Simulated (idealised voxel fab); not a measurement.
Process module in this document: voxel wiring stack
We display cut, a cross-section 160 nm in width whose square cells are each 5 nm.
A cross-section is written here as square cells arranged in a grid, and it is given in bands from the top down, each band taking up one or more rows of cells. Heights first: top, then bottom, in nm. Then materials, left to right, each with a width in nm. "all across" on a single material: fills the band edge to edge. "blank": empty space. Zero point of the height axis is 0; under it, received wafer = one material. Lowest band: continues down indefinitely, "from 0 down". A width given as "30..40" starts at the first number in the band's top row and ends at the second number in its bottom row, shifting by an equal amount at every step from row to row. You'll sometimes find "nothing altered" written for a step, and that's the way of saying that nowhere in the cross-section did a cell change during that step. "Closed cavities" contains a list of empty spaces, each no smaller than 8 cells and without an open way to the top, written in the form width x height at distance with the distance from the left edge and all three in nm. Where a step's line continues beyond its settings, the continuation is a remark by the simulator itself on that step. The optional step-line setting "overlay nm" applies to steps with a mask and quantifies how far to the right of its planned location the mask lay, a negative value indicating leftward placement.
The steps planned for the process are as follows:
step 1: RECEIVE,material Si
step 2: CONFORMAL_DEP,material SiO2,thk nm 15
step 3: CONFORMAL_DEP,material SiN,thk nm 5
step 4: DIRECTIONAL_DEP,material SiO2,thk nm 25
step 5: PATTERN,tone open,mask id METAL_1,material resist,width nm 25,pitch nm 45,thk nm 15,overlay nm 0
step 6: DIRECTIONAL_ETCH,etch materials SiO2,depth nm 25
step 7: DIRECTIONAL_ETCH,etch materials SiN,depth nm 5
step 8: STRIP,etch materials resist
step 9: CONFORMAL_DEP,material TiN,thk nm 5
step 10: FILL_DEP,material W,thk nm 5
step 11: CMP,height nm 45
step 12: CONFORMAL_DEP,material SiCN,thk nm 5
step 13: DIRECTIONAL_DEP,material SiO2,thk nm 30
step 14: DIRECTIONAL_DEP,material aC,thk nm 10
step 15: PATTERN,tone open,mask id METAL_2_HOLES,material resist,width nm 15,pitch nm 90,thk nm 30,overlay nm 0
step 16: DIRECTIONAL_ETCH,etch materials aC,depth nm 10
step 17: STRIP,etch materials resist
step 18: DIRECTIONAL_ETCH,etch materials SiO2,depth nm 30
step 19: STRIP,etch materials aC
step 20: DIRECTIONAL_DEP,material aC,thk nm 15
step 21: PATTERN,tone open,mask id METAL_2,material resist,width nm 25,pitch nm 45,thk nm 35,overlay nm 0
step 22: DIRECTIONAL_ETCH,etch materials aC,depth nm 15
step 23: STRIP,etch materials resist
step 24: DIRECTIONAL_ETCH,etch materials SiO2,depth nm 15
step 25: DIRECTIONAL_ETCH,etch materials SiCN,depth nm 5
step 26: STRIP,etch materials aC
step 27: CONFORMAL_DEP,material TiN,thk nm 5
step 28: FILL_DEP,material Cu,thk nm 10
step 29: CMP,height nm 80
step 30: CONFORMAL_DEP,material SiCN,thk nm 5
First wafer, two in total, run as planned:
Delivered wafer in cross-section: state after step 1:
  from 0 down = Si all across
  Closed cavities: none
Cross-sectional representation of the wafer at the conclusion of step 2:
  from 15 to 0 = SiO2 all across
  Whatever lies below 0 is exactly as it was before.
Cross-sectional representation of the wafer at the conclusion of step 3:
  from 20 to 15 = SiN all across
  Whatever lies below 15 is exactly as it was before.
Cross-sectional representation of the wafer at the conclusion of step 4:
  from 45 to 20 = SiO2 all across
  Whatever lies below 20 is exactly as it was before.
Cross-sectional representation of the wafer at the conclusion of step 5:
  from 60 to 45 = 20 nm resist / 25 nm blank / 20 nm resist / 25 nm blank / 20 nm resist / 25 nm blank / 25 nm resist
  Whatever lies below 45 is exactly as it was before.
Cross-sectional representation of the wafer at the conclusion of step 6:
  from 60 to 45 = 20 nm resist / 25 nm blank / 20 nm resist / 25 nm blank / 20 nm resist / 25 nm blank / 25 nm resist
  from 45 to 20 = 20 nm SiO2 / 25 nm blank / 20 nm SiO2 / 25 nm blank / 20 nm SiO2 / 25 nm blank / 25 nm SiO2
  Whatever lies below 20 is exactly as it was before.
Cross-sectional representation of the wafer at the conclusion of step 7:
  from 60 to 45 = 20 nm resist / 25 nm blank / 20 nm resist / 25 nm blank / 20 nm resist / 25 nm blank / 25 nm resist
  from 45 to 20 = 20 nm SiO2 / 25 nm blank / 20 nm SiO2 / 25 nm blank / 20 nm SiO2 / 25 nm blank / 25 nm SiO2
  from 20 to 15 = 20 nm SiN / 25 nm blank / 20 nm SiN / 25 nm blank / 20 nm SiN / 25 nm blank / 25 nm SiN
  Whatever lies below 15 is exactly as it was before.
Cross-sectional representation of the wafer at the conclusion of step 8:
  from 45 to 20 = 20 nm SiO2 / 25 nm blank / 20 nm SiO2 / 25 nm blank / 20 nm SiO2 / 25 nm blank / 25 nm SiO2
  Whatever lies below 20 is exactly as it was before.
Cross-sectional representation of the wafer at the conclusion of step 9:
  from 50 to 45 = 25 nm TiN / 15 nm blank / 30 nm TiN / 15 nm blank / 30 nm TiN / 15 nm blank / 30 nm TiN
  from 45 to 20 = 20 nm SiO2 / 5 nm TiN / 15 nm blank / 5 nm TiN / 20 nm SiO2 / 5 nm TiN / 15 nm blank / 5 nm TiN / 20 nm SiO2 / 5 nm TiN / 15 nm blank / 5 nm TiN / 25 nm SiO2
  from 20 to 15 = 20 nm SiN / 25 nm TiN / 20 nm SiN / 25 nm TiN / 20 nm SiN / 25 nm TiN / 25 nm SiN
  Whatever lies below 15 is exactly as it was before.
Cross-sectional representation of the wafer at the conclusion of step 10:
  from 55 to 50 = W all across
  from 50 to 45 = 25 nm TiN / 15 nm W / 30 nm TiN / 15 nm W / 30 nm TiN / 15 nm W / 30 nm TiN
  from 45 to 20 = 20 nm SiO2 / 5 nm TiN / 15 nm W / 5 nm TiN / 20 nm SiO2 / 5 nm TiN / 15 nm W / 5 nm TiN / 20 nm SiO2 / 5 nm TiN / 15 nm W / 5 nm TiN / 25 nm SiO2
  Whatever lies below 20 is exactly as it was before.
Cross-sectional representation of the wafer at the conclusion of step 11:
  from 45 to 20 = 20 nm SiO2 / 5 nm TiN / 15 nm W / 5 nm TiN / 20 nm SiO2 / 5 nm TiN / 15 nm W / 5 nm TiN / 20 nm SiO2 / 5 nm TiN / 15 nm W / 5 nm TiN / 25 nm SiO2
  Whatever lies below 20 is exactly as it was before.
Cross-sectional representation of the wafer at the conclusion of step 12:
  from 50 to 45 = SiCN all across
  Whatever lies below 45 is exactly as it was before.
Cross-sectional representation of the wafer at the conclusion of step 13:
  from 80 to 50 = SiO2 all across
  Whatever lies below 50 is exactly as it was before.
Cross-sectional representation of the wafer at the conclusion of step 14:
  from 90 to 80 = aC all across
  Whatever lies below 80 is exactly as it was before.
Cross-sectional representation of the wafer at the conclusion of step 15:
  from 120 to 90 = 20 nm resist / 15 nm blank / 75 nm resist / 15 nm blank / 35 nm resist
  Whatever lies below 90 is exactly as it was before.
Cross-sectional representation of the wafer at the conclusion of step 16:
  from 110 to 90 = 20 nm resist / 15 nm blank / 75 nm resist / 15 nm blank / 35 nm resist
  from 90 to 80 = 20 nm aC / 15 nm blank / 75 nm aC / 15 nm blank / 35 nm aC
  Whatever lies below 80 is exactly as it was before.
Cross-sectional representation of the wafer at the conclusion of step 17:
  from 90 to 80 = 20 nm aC / 15 nm blank / 75 nm aC / 15 nm blank / 35 nm aC
  Whatever lies below 80 is exactly as it was before.
Cross-sectional representation of the wafer at the conclusion of step 18:
  from 90 to 80 = 20 nm aC / 15 nm blank / 75 nm aC / 15 nm blank / 35 nm aC
  from 80 to 50 = 20 nm SiO2 / 15 nm blank / 75 nm SiO2 / 15 nm blank / 35 nm SiO2
  Whatever lies below 50 is exactly as it was before.
Cross-sectional representation of the wafer at the conclusion of step 19:
  from 80 to 50 = 20 nm SiO2 / 15 nm blank / 75 nm SiO2 / 15 nm blank / 35 nm SiO2
  Whatever lies below 50 is exactly as it was before.
Cross-sectional representation of the wafer at the conclusion of step 20:
  from 95 to 80 = 20 nm aC / 15 nm blank / 75 nm aC / 15 nm blank / 35 nm aC
  from 80 to 65 = 20 nm SiO2 / 15 nm blank / 75 nm SiO2 / 15 nm blank / 35 nm SiO2
  from 65 to 50 = 20 nm SiO2 / 15 nm aC / 75 nm SiO2 / 15 nm aC / 35 nm SiO2
  Whatever lies below 50 is exactly as it was before.
Cross-sectional representation of the wafer at the conclusion of step 21:
  from 130 to 95 = 20 nm resist / 25 nm blank / 20 nm resist / 25 nm blank / 20 nm resist / 25 nm blank / 25 nm resist
  Whatever lies below 95 is exactly as it was before.
Cross-sectional representation of the wafer at the conclusion of step 22:
  from 115 to 95 = 20 nm resist / 25 nm blank / 20 nm resist / 25 nm blank / 20 nm resist / 25 nm blank / 25 nm resist
  from 95 to 80 = 20 nm aC / 25 nm blank / 20 nm aC / 25 nm blank / 20 nm aC / 25 nm blank / 25 nm aC
  from 80 to 50 = 20 nm SiO2 / 15 nm blank / 75 nm SiO2 / 15 nm blank / 35 nm SiO2
  Whatever lies below 50 is exactly as it was before.
Cross-sectional representation of the wafer at the conclusion of step 23:
  from 95 to 80 = 20 nm aC / 25 nm blank / 20 nm aC / 25 nm blank / 20 nm aC / 25 nm blank / 25 nm aC
  Whatever lies below 80 is exactly as it was before.
Cross-sectional representation of the wafer at the conclusion of step 24:
  from 95 to 80 = 20 nm aC / 25 nm blank / 20 nm aC / 25 nm blank / 20 nm aC / 25 nm blank / 25 nm aC
  from 80 to 65 = 20 nm SiO2 / 25 nm blank / 20 nm SiO2 / 25 nm blank / 20 nm SiO2 / 25 nm blank / 25 nm SiO2
  Whatever lies below 65 is exactly as it was before.
Cross-sectional representation of the wafer at the conclusion of step 25:
  from 95 to 80 = 20 nm aC / 25 nm blank / 20 nm aC / 25 nm blank / 20 nm aC / 25 nm blank / 25 nm aC
  from 80 to 65 = 20 nm SiO2 / 25 nm blank / 20 nm SiO2 / 25 nm blank / 20 nm SiO2 / 25 nm blank / 25 nm SiO2
  from 65 to 50 = 20 nm SiO2 / 15 nm blank / 75 nm SiO2 / 15 nm blank / 35 nm SiO2
  from 50 to 45 = 20 nm SiCN / 15 nm blank / 75 nm SiCN / 15 nm blank / 35 nm SiCN
  Whatever lies below 45 is exactly as it was before.
Cross-sectional representation of the wafer at the conclusion of step 26:
  from 80 to 65 = 20 nm SiO2 / 25 nm blank / 20 nm SiO2 / 25 nm blank / 20 nm SiO2 / 25 nm blank / 25 nm SiO2
  Whatever lies below 65 is exactly as it was before.
Cross-sectional representation of the wafer at the conclusion of step 27:
  from 85 to 80 = 25 nm TiN / 15 nm blank / 30 nm TiN / 15 nm blank / 30 nm TiN / 15 nm blank / 30 nm TiN
  from 80 to 70 = 20 nm SiO2 / 5 nm TiN / 15 nm blank / 5 nm TiN / 20 nm SiO2 / 5 nm TiN / 15 nm blank / 5 nm TiN / 20 nm SiO2 / 5 nm TiN / 15 nm blank / 5 nm TiN / 25 nm SiO2
  from 70 to 65 = 20 nm SiO2 / 5 nm TiN / 5 nm blank / 15 nm TiN / 20 nm SiO2 / 25 nm TiN / 20 nm SiO2 / 5 nm TiN / 5 nm blank / 15 nm TiN / 25 nm SiO2
  from 65 to 50 = 20 nm SiO2 / 5 nm TiN / 5 nm blank / 5 nm TiN / 75 nm SiO2 / 5 nm TiN / 5 nm blank / 5 nm TiN / 35 nm SiO2
  from 50 to 45 = 20 nm SiCN / 15 nm TiN / 75 nm SiCN / 15 nm TiN / 35 nm SiCN
  Whatever lies below 45 is exactly as it was before.
Cross-sectional representation of the wafer at the conclusion of step 28:
  from 95 to 85 = Cu all across
  from 85 to 80 = 25 nm TiN / 15 nm Cu / 30 nm TiN / 15 nm Cu / 30 nm TiN / 15 nm Cu / 30 nm TiN
  from 80 to 70 = 20 nm SiO2 / 5 nm TiN / 15 nm Cu / 5 nm TiN / 20 nm SiO2 / 5 nm TiN / 15 nm Cu / 5 nm TiN / 20 nm SiO2 / 5 nm TiN / 15 nm Cu / 5 nm TiN / 25 nm SiO2
  from 70 to 65 = 20 nm SiO2 / 5 nm TiN / 5 nm Cu / 15 nm TiN / 20 nm SiO2 / 25 nm TiN / 20 nm SiO2 / 5 nm TiN / 5 nm Cu / 15 nm TiN / 25 nm SiO2
  from 65 to 50 = 20 nm SiO2 / 5 nm TiN / 5 nm Cu / 5 nm TiN / 75 nm SiO2 / 5 nm TiN / 5 nm Cu / 5 nm TiN / 35 nm SiO2
  Whatever lies below 50 is exactly as it was before.
Cross-sectional representation of the wafer at the conclusion of step 29:
  from 80 to 70 = 20 nm SiO2 / 5 nm TiN / 15 nm Cu / 5 nm TiN / 20 nm SiO2 / 5 nm TiN / 15 nm Cu / 5 nm TiN / 20 nm SiO2 / 5 nm TiN / 15 nm Cu / 5 nm TiN / 25 nm SiO2
  Whatever lies below 70 is exactly as it was before.
Cross-sectional representation of the wafer at the conclusion of step 30:
  from 85 to 80 = SiCN all across
  Whatever lies below 80 is exactly as it was before.
Wafer two of two - same starting point, same process plan, one mistake in execution; matches wafer one up to and including step 20:
The second wafer cut through, at the time step 21 was supposed to be finished:
  from 130 to 95 = 30 nm resist / 25 nm blank / 20 nm resist / 25 nm blank / 20 nm resist / 25 nm blank / 15 nm resist
  from 95 to 80 = 20 nm aC / 10 nm resist / 5 nm blank / 75 nm aC / 10 nm resist / 5 nm blank / 35 nm aC
  from 80 to 65 = 20 nm SiO2 / 10 nm resist / 5 nm blank / 75 nm SiO2 / 10 nm resist / 5 nm blank / 35 nm SiO2
  Whatever lies below 65 is exactly as it was before.
The second wafer cut through, at the time step 22 was supposed to be finished:
  from 115 to 95 = 30 nm resist / 25 nm blank / 20 nm resist / 25 nm blank / 20 nm resist / 25 nm blank / 15 nm resist
  from 95 to 80 = 20 nm aC / 10 nm resist / 25 nm blank / 20 nm aC / 25 nm blank / 10 nm aC / 10 nm resist / 25 nm blank / 15 nm aC
  from 80 to 65 = 20 nm SiO2 / 10 nm resist / 5 nm blank / 75 nm SiO2 / 10 nm resist / 5 nm blank / 35 nm SiO2
  from 65 to 50 = 20 nm SiO2 / 10 nm aC / 5 nm blank / 75 nm SiO2 / 10 nm aC / 5 nm blank / 35 nm SiO2
  Whatever lies below 50 is exactly as it was before.
The second wafer cut through, at the time step 23 was supposed to be finished:
  from 95 to 80 = 20 nm aC / 35 nm blank / 20 nm aC / 25 nm blank / 10 nm aC / 35 nm blank / 15 nm aC
  from 80 to 65 = 20 nm SiO2 / 15 nm blank / 75 nm SiO2 / 15 nm blank / 35 nm SiO2
  Whatever lies below 65 is exactly as it was before.
The second wafer cut through, at the time step 24 was supposed to be finished:
  from 95 to 80 = 20 nm aC / 35 nm blank / 20 nm aC / 25 nm blank / 10 nm aC / 35 nm blank / 15 nm aC
  from 80 to 65 = 20 nm SiO2 / 35 nm blank / 20 nm SiO2 / 25 nm blank / 10 nm SiO2 / 35 nm blank / 15 nm SiO2
  Whatever lies below 65 is exactly as it was before.
The second wafer cut through, at the time step 25 was supposed to be finished:
  from 95 to 80 = 20 nm aC / 35 nm blank / 20 nm aC / 25 nm blank / 10 nm aC / 35 nm blank / 15 nm aC
  from 80 to 65 = 20 nm SiO2 / 35 nm blank / 20 nm SiO2 / 25 nm blank / 10 nm SiO2 / 35 nm blank / 15 nm SiO2
  from 65 to 50 = 20 nm SiO2 / 10 nm aC / 5 nm blank / 75 nm SiO2 / 10 nm aC / 5 nm blank / 35 nm SiO2
  from 50 to 45 = 30 nm SiCN / 5 nm blank / 85 nm SiCN / 5 nm blank / 35 nm SiCN
  Whatever lies below 45 is exactly as it was before.
The second wafer cut through, at the time step 26 was supposed to be finished:
  from 80 to 65 = 20 nm SiO2 / 35 nm blank / 20 nm SiO2 / 25 nm blank / 10 nm SiO2 / 35 nm blank / 15 nm SiO2
  from 65 to 50 = 20 nm SiO2 / 15 nm blank / 75 nm SiO2 / 15 nm blank / 35 nm SiO2
  Whatever lies below 50 is exactly as it was before.
The second wafer cut through, at the time step 27 was supposed to be finished:
  from 85 to 80 = 25 nm TiN / 25 nm blank / 30 nm TiN / 15 nm blank / 20 nm TiN / 25 nm blank / 20 nm TiN
  from 80 to 70 = 20 nm SiO2 / 5 nm TiN / 25 nm blank / 5 nm TiN / 20 nm SiO2 / 5 nm TiN / 15 nm blank / 5 nm TiN / 10 nm SiO2 / 5 nm TiN / 25 nm blank / 5 nm TiN / 15 nm SiO2
  from 70 to 65 = 20 nm SiO2 / 5 nm TiN / 5 nm blank / 25 nm TiN / 20 nm SiO2 / 25 nm TiN / 10 nm SiO2 / 5 nm TiN / 5 nm blank / 25 nm TiN / 15 nm SiO2
  from 65 to 55 = 20 nm SiO2 / 5 nm TiN / 5 nm blank / 5 nm TiN / 75 nm SiO2 / 5 nm TiN / 5 nm blank / 5 nm TiN / 35 nm SiO2
  from 55 to 50 = 20 nm SiO2 / 15 nm TiN / 75 nm SiO2 / 15 nm TiN / 35 nm SiO2
  from 50 to 45 = 30 nm SiCN / 5 nm TiN / 85 nm SiCN / 5 nm TiN / 35 nm SiCN
  Whatever lies below 45 is exactly as it was before.
The second wafer cut through, at the time step 28 was supposed to be finished:
  from 95 to 85 = Cu all across
  from 85 to 80 = 25 nm TiN / 25 nm Cu / 30 nm TiN / 15 nm Cu / 20 nm TiN / 25 nm Cu / 20 nm TiN
  from 80 to 70 = 20 nm SiO2 / 5 nm TiN / 25 nm Cu / 5 nm TiN / 20 nm SiO2 / 5 nm TiN / 15 nm Cu / 5 nm TiN / 10 nm SiO2 / 5 nm TiN / 25 nm Cu / 5 nm TiN / 15 nm SiO2
  from 70 to 65 = 20 nm SiO2 / 5 nm TiN / 5 nm Cu / 25 nm TiN / 20 nm SiO2 / 25 nm TiN / 10 nm SiO2 / 5 nm TiN / 5 nm Cu / 25 nm TiN / 15 nm SiO2
  from 65 to 55 = 20 nm SiO2 / 5 nm TiN / 5 nm Cu / 5 nm TiN / 75 nm SiO2 / 5 nm TiN / 5 nm Cu / 5 nm TiN / 35 nm SiO2
  Whatever lies below 55 is exactly as it was before.
The second wafer cut through, at the time step 29 was supposed to be finished:
  from 80 to 70 = 20 nm SiO2 / 5 nm TiN / 25 nm Cu / 5 nm TiN / 20 nm SiO2 / 5 nm TiN / 15 nm Cu / 5 nm TiN / 10 nm SiO2 / 5 nm TiN / 25 nm Cu / 5 nm TiN / 15 nm SiO2
  Whatever lies below 70 is exactly as it was before.
The second wafer cut through, at the time step 30 was supposed to be finished:
  from 85 to 80 = SiCN all across
  Whatever lies below 80 is exactly as it was before.
Short version of what went wrong: not per plan at step 21, really ran PATTERN,tone open,mask id METAL_2,material resist,width nm 25,pitch nm 45,thk nm 35,overlay nm 10
Bottom line after processing is that, in cells, the second wafer is up or down on some materials versus the first: +6 Cu, +4 SiCN, -12 SiO2, +2 TiN
